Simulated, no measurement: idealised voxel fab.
process module | voxel released beams
Each square cell in cross-section cut measures 5 nm, and the section as a whole is 245 nm wide.
Cross-section, as written here: a square-cell grid given band by band from the top down, where a band holds one or more rows of cells. First you get the band's top height and its bottom height, in nm, and then the materials it's made of, left to right, with each width in nm. If you see a single material with "everywhere", that one covers the band edge to edge. "air" is empty space. Below 0: as-received wafer, all one material; heights counted from there. Lowest band: no bottom, goes on down, written "0 and below". So if you see something like "30->40" for the width, read it as the top row of the band sitting at the first number and the bottom row at the second, with every row in between moving by the same amount as the last. The designation "no change occurred", where it is given for a processing step, indicates that no cell of the cross-section was altered in the course of that step. "Non-vented voids" enumerates empty spaces isolated from the top, with no open way to it, that contain at least 8 cells, giving each as width x height at distance from the left edge, all three in nm. Note: text after step settings on the step line = simulator remark on that step. overlay nm: where the mask lay relative to plan, measured to the right, on steps with a mask; negatives go left.

# Intended process steps
1,RECEIVE | material Si
2,CONFORMAL_DEP | material SiN | thk nm 10
3,DIRECTIONAL_DEP | material SiO2 | thk nm 15
4,PATTERN | tone open | mask id ANCHOR | material resist | width nm 45 | thk nm 15 | overlay nm 0
5,DIRECTIONAL_ETCH | etch materials SiO2 | depth nm 15
6,STRIP | etch materials resist
7,CONFORMAL_DEP | material TiN | thk nm 15
8,PATTERN | tone cover | mask id BEAM | material resist | width nm 95 | thk nm 15 | overlay nm 0
9,DIRECTIONAL_ETCH | etch materials TiN | depth nm 15
10,STRIP | etch materials resist
11,STRIP | etch materials SiO2

# Cross-section of the wafer at receipt, which is the condition after step 1
	0 and below  Si everywhere
	Non-vented voids: none

# Cross-sectional image of the first of two wafers at the end of the module, the run having proceeded as planned
	40 down to 25  70 of air, then 20 of TiN, then 15 of air, then 60 of TiN, then 80 of air
	25 down to 10  75 of air, then 45 of TiN, then 125 of air
	10 down to 0  SiN everywhere
	0 and below  Si everywhere
	Non-vented voids: none

# Cross-section, wafer two of two, end of module: same start and plan as wafer one, one error in execution
	50 down to 35  70 of air, then 95 of TiN, then 80 of air
	35 down to 25  TiN everywhere
	25 down to 10  75 of SiO2, then 45 of TiN, then 125 of SiO2
	10 down to 0  SiN everywhere
	0 and below  Si everywhere
	Non-vented voids: none
What went wrong in running the wafer? step 7 ran as: CONFORMAL_DEP | material TiN | thk nm 25
FYI, end of process, the second wafer has more or fewer cells of some materials than the first: SiO2: 120 more, TiN: 107 more
